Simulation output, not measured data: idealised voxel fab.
Process module under the name voxel capacitor over wiring
Section shown: cut. Width: 275 nm. Cell size: 5 nm, square.
This document writes a cross-section as a grid whose cells are square, and gives it as bands, listed from the top down; one or more rows of cells form a band.
Quick guide to a band line: top height, bottom height (nm) up front; then every material left to right with its width in nm. Only one material and it's marked "all across"? Then it fills the band edge to edge. And "blank" just means empty space.
Below 0: as-received wafer, all one material; heights counted from there. Lowest band: no bottom, goes on down, written "0 and below".
Width "30..40": first value at the band's top row of cells, second value at its bottom row, equal change from row to row.
It should be understood that the words "left unchanged", when stated for a given step, signify that the cross-section underwent no change in any of its cells during that step.
The entry "Fully sealed cavities" lists the empty spaces that cover at least 8 cells and have no open path to the top. Each is written as width x height at distance, where the distance is measured from the left edge and all three values are in nm.
Step line, after settings: the simulator's comment on this step.
The line of a step may include "overlay nm". On a step with a mask, this value is how far to the right of its planned place the mask lay. A negative value means the mask lay to the left.

**plan**
1) RECEIVE | material Si
2) CONFORMAL_DEP | material SiO2 | thk nm 10
3) DIRECTIONAL_DEP | material TiN | thk nm 5
4) DIRECTIONAL_DEP | material W | thk nm 20
5) PATTERN | tone cover | mask id METAL_1 | material resist | width nm 30 | pitch nm 95 | thk nm 15 | overlay nm 0
6) DIRECTIONAL_ETCH | etch materials W | depth nm 20
7) DIRECTIONAL_ETCH | etch materials TiN | depth nm 5
8) STRIP | etch materials resist
9) FILL_DEP | material lowk | thk nm 10
10) CMP | height nm 35
11) CONFORMAL_DEP | material SiCN | thk nm 5
12) DIRECTIONAL_DEP | material lowk | thk nm 10
13) DIRECTIONAL_DEP | material aC | thk nm 15
14) PATTERN | tone open | mask id PLUG_1 | material resist | width nm 15 | thk nm 35 | overlay nm 0
15) DIRECTIONAL_ETCH | etch materials aC | depth nm 15
16) STRIP | etch materials resist
17) DIRECTIONAL_ETCH | etch materials lowk | depth nm 10
18) DIRECTIONAL_ETCH | etch materials SiCN | depth nm 5
19) STRIP | etch materials aC
20) EPI | material Ru | thk nm 10
21) EPI | material Ru | thk nm 5
22) DIRECTIONAL_DEP | material TiN | thk nm 10
23) DIRECTIONAL_DEP | material SiN | thk nm 5
24) DIRECTIONAL_DEP | material TiN | thk nm 5
25) MASKED_ETCH | tone cover | mask id UPPER_PLATE | width nm 70 | etch materials TiN | depth nm 5 | overlay nm 0
26) MASKED_ETCH | tone cover | mask id UPPER_PLATE | width nm 70 | etch materials SiN | depth nm 5 | overlay nm 0
27) MASKED_ETCH | tone cover | mask id LOWER_PLATE | width nm 80 | etch materials TiN | depth nm 10 | overlay nm 0
28) FILL_DEP | material SiO2 | thk nm 15
29) CMP | height nm 80
30) DIRECTIONAL_DEP | material aC | thk nm 10
31) PATTERN | tone open | mask id PLUG_2 | material resist | width nm 15 | thk nm 25 | overlay nm 0
32) DIRECTIONAL_ETCH | etch materials aC | depth nm 10
33) STRIP | etch materials resist
34) DIRECTIONAL_ETCH | etch materials SiO2 | depth nm 10
35) STRIP | etch materials aC
36) CONFORMAL_DEP | material TiN | thk nm 5
37) FILL_DEP | material Cu | thk nm 10
38) CMP | height nm 80
39) CONFORMAL_DEP | material SiCN | thk nm 5

**Step 1 complete: cross-section of the wafer as received**
> 0 and below: Si all across
> Fully sealed cavities: none

**As-planned run: cross-section of the first of two wafers at end of module**
> 85 down to 80: SiCN all across
> 80 down to 75: SiO2=100; TiN=5; Cu=5; TiN=5; SiO2=160
> 75 down to 65: SiO2=100..90; TiN=15..70; SiO2=160..115
> 65 down to 60: SiO2=90; SiN=70; SiO2=115
> 60 down to 50: SiO2=85; TiN=80; SiO2=110
> 50 down to 40: lowk=90; Ru=15; lowk=170
> 40 down to 35: SiCN=90; Ru=15; SiCN=170
> 35 down to 15: lowk=75; W=30; lowk=65; W=30; lowk=75
> 15 down to 10: lowk=75; TiN=30; lowk=65; TiN=30; lowk=75
> 10 down to 0: SiO2 all across
> 0 and below: Si all across
> Fully sealed cavities: none

**Second wafer through the module, sectioned at the end: same beginning and same plan as the first wafer, with one mistake in carrying it out**
> 85 down to 80: SiCN all across
> 80 down to 75: SiO2=100; TiN=5; Cu=5; TiN=5; SiO2=160
> 75 down to 65: SiO2=100..90; TiN=15..70; SiO2=160..115
> 65 down to 60: SiO2=90; SiN=70; SiO2=115
> 60 down to 50: SiO2=85; TiN=80; SiO2=110
> 50 down to 40: lowk=85; Ru=15; lowk=175
> 40 down to 35: SiCN=85; Ru=15; SiCN=175
> 35 down to 15: lowk=75; W=30; lowk=65; W=30; lowk=75
> 15 down to 10: lowk=75; TiN=30; lowk=65; TiN=30; lowk=75
> 10 down to 0: SiO2 all across
> 0 and below: Si all across
> Fully sealed cavities: none
It is concluded that the wafer was processed incorrectly with respect to the plan, in that not per plan at step 14, really ran PATTERN | tone open | mask id PLUG_1 | material resist | width nm 15 | thk nm 35 | overlay nm -5
Upon completion, the cell count for each material on the second wafer equals that on the first, whereas the spatial distribution of those cells differs.
